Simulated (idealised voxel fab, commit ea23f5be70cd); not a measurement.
Module name: voxel double patterning (process module)
The cross-section shown here is cut; it is 270 nm wide and divided into square cells measuring 5 nm on a side.
Just so we're on the same page, the cross-sections are grids of square cells, and they're listed out in bands top to bottom, each band one or more rows deep.
Top height, bottom height, nm. Materials left to right, width each, nm. Single material + "all across" = fills band edge to edge. "empty" = empty.
Measure heights from 0. That's the level where, below it, the as-received wafer is all one material. The lowest band is bottomless and extends downward; write it as in "z 0 and below".
Per-row width for "30->40": begins at first number (top row of band), ends at second number (bottom row), increment between rows held constant.
The cross-section has no changed cell in any step marked "nothing changed".
What "Enclosed cavities" gives you is every empty space of 8 cells or more that is cut off from the top. Each appears as width x height at distance, with the distance taken from the left edge and width, height and distance all in nm.
Step line, after settings: the simulator's comment on this step.
overlay nm: mask offset rightward from planned place, masked step; negative means leftward offset.
Intended process steps
step 1: RECEIVE: material Si
step 2: CONFORMAL_DEP: material SiN, thk nm 5
step 3: DIRECTIONAL_DEP: material SiO2, thk nm 15
step 4: DIRECTIONAL_DEP: material SiCN, thk nm 5
step 5: PATTERN: tone open, mask id FIRST, material resist, width nm 15, pitch nm 50, thk nm 20, overlay nm 0
step 6: DIRECTIONAL_ETCH: etch materials SiCN, depth nm 5
step 7: STRIP: etch materials resist
step 8: PATTERN: tone open, mask id SECOND, material resist, width nm 15, thk nm 20, overlay nm 0
step 9: DIRECTIONAL_ETCH: etch materials SiCN, depth nm 5
step 10: STRIP: etch materials resist
step 11: DIRECTIONAL_ETCH: etch materials SiO2, depth nm 15
step 12: STRIP: etch materials SiCN
The following pertains to the first of two wafers, which was processed as planned
Cross-sectional view of the wafer in its as-received condition, corresponding to the state after step 1
- z 0 and below = Si all across
- Enclosed cavities: none
Wafer after step 2 (cross-section)
- z 5 to 0 = SiN all across
- below 0: unchanged
Wafer after step 3 (cross-section)
- z 20 to 5 = SiO2 all across
- below 5: unchanged
Wafer after step 4 (cross-section)
- z 25 to 20 = SiCN all across
- below 20: unchanged
Wafer after step 5 (cross-section)
- z 45 to 25 = resist: 100, empty: 15, resist: 35, empty: 15, resist: 105
- below 25: unchanged
Wafer after step 6 (cross-section)
- z 45 to 25 = resist: 100, empty: 15, resist: 35, empty: 15, resist: 105
- z 25 to 20 = SiCN: 100, empty: 15, SiCN: 35, empty: 15, SiCN: 105
- below 20: unchanged
Wafer after step 7 (cross-section)
- z 25 to 20 = SiCN: 100, empty: 15, SiCN: 35, empty: 15, SiCN: 105
- below 20: unchanged
Wafer after step 8 (cross-section)
- z 45 to 25 = resist: 125, empty: 15, resist: 130
- z 25 to 20 = SiCN: 100, resist: 15, SiCN: 35, resist: 15, SiCN: 105
- below 20: unchanged
Wafer after step 9 (cross-section)
- z 45 to 25 = resist: 125, empty: 15, resist: 130
- z 25 to 20 = SiCN: 100, resist: 15, SiCN: 10, empty: 15, SiCN: 10, resist: 15, SiCN: 105
- below 20: unchanged
Wafer after step 10 (cross-section)
- z 25 to 20 = SiCN: 100, empty: 15, SiCN: 10, empty: 15, SiCN: 10, empty: 15, SiCN: 105
- below 20: unchanged
Wafer after step 11 (cross-section)
- z 25 to 20 = SiCN: 100, empty: 15, SiCN: 10, empty: 15, SiCN: 10, empty: 15, SiCN: 105
- z 20 to 5 = SiO2: 100, empty: 15, SiO2: 10, empty: 15, SiO2: 10, empty: 15, SiO2: 105
- below 5: unchanged
Wafer after step 12 (cross-section)
- z 20 to 5 = SiO2: 100, empty: 15, SiO2: 10, empty: 15, SiO2: 10, empty: 15, SiO2: 105
- below 5: unchanged
The second wafer: identical to the first at the outset and in its planned sequence, differing only in that one mistake was made during processing; up to and including step 1, its path is the first wafer's path
The second wafer in cross-section, at the planned close of step 2
- z 5 to 0 = SiO2 all across
- below 0: unchanged
The second wafer in cross-section, at the planned close of step 3
- z 20 to 0 = SiO2 all across
- below 0: unchanged
The second wafer in cross-section, at the planned close of step 4
- z 25 to 20 = SiCN all across
- below 20: unchanged
The second wafer in cross-section, at the planned close of step 5
- z 45 to 25 = resist: 100, empty: 15, resist: 35, empty: 15, resist: 105
- below 25: unchanged
The second wafer in cross-section, at the planned close of step 6
- z 45 to 25 = resist: 100, empty: 15, resist: 35, empty: 15, resist: 105
- z 25 to 20 = SiCN: 100, empty: 15, SiCN: 35, empty: 15, SiCN: 105
- below 20: unchanged
The second wafer in cross-section, at the planned close of step 7
- z 25 to 20 = SiCN: 100, empty: 15, SiCN: 35, empty: 15, SiCN: 105
- below 20: unchanged
The second wafer in cross-section, at the planned close of step 8
- z 45 to 25 = resist: 125, empty: 15, resist: 130
- z 25 to 20 = SiCN: 100, resist: 15, SiCN: 35, resist: 15, SiCN: 105
- below 20: unchanged
The second wafer in cross-section, at the planned close of step 9
- z 45 to 25 = resist: 125, empty: 15, resist: 130
- z 25 to 20 = SiCN: 100, resist: 15, SiCN: 10, empty: 15, SiCN: 10, resist: 15, SiCN: 105
- below 20: unchanged
The second wafer in cross-section, at the planned close of step 10
- z 25 to 20 = SiCN: 100, empty: 15, SiCN: 10, empty: 15, SiCN: 10, empty: 15, SiCN: 105
- below 20: unchanged
The second wafer in cross-section, at the planned close of step 11
- z 25 to 20 = SiCN: 100, empty: 15, SiCN: 10, empty: 15, SiCN: 10, empty: 15, SiCN: 105
- z 20 to 5 = SiO2: 100, empty: 15, SiO2: 10, empty: 15, SiO2: 10, empty: 15, SiO2: 105
- below 5: unchanged
The second wafer in cross-section, at the planned close of step 12
- z 20 to 5 = SiO2: 100, empty: 15, SiO2: 10, empty: 15, SiO2: 10, empty: 15, SiO2: 105
- below 5: unchanged
Plan not followed: planned and actual differ for step 2; actual: CONFORMAL_DEP: material SiO2, thk nm 5
Bottom line after processing is that, in cells, the second wafer is up or down on some materials versus the first: 54 fewer of SiN; 54 more of SiO2
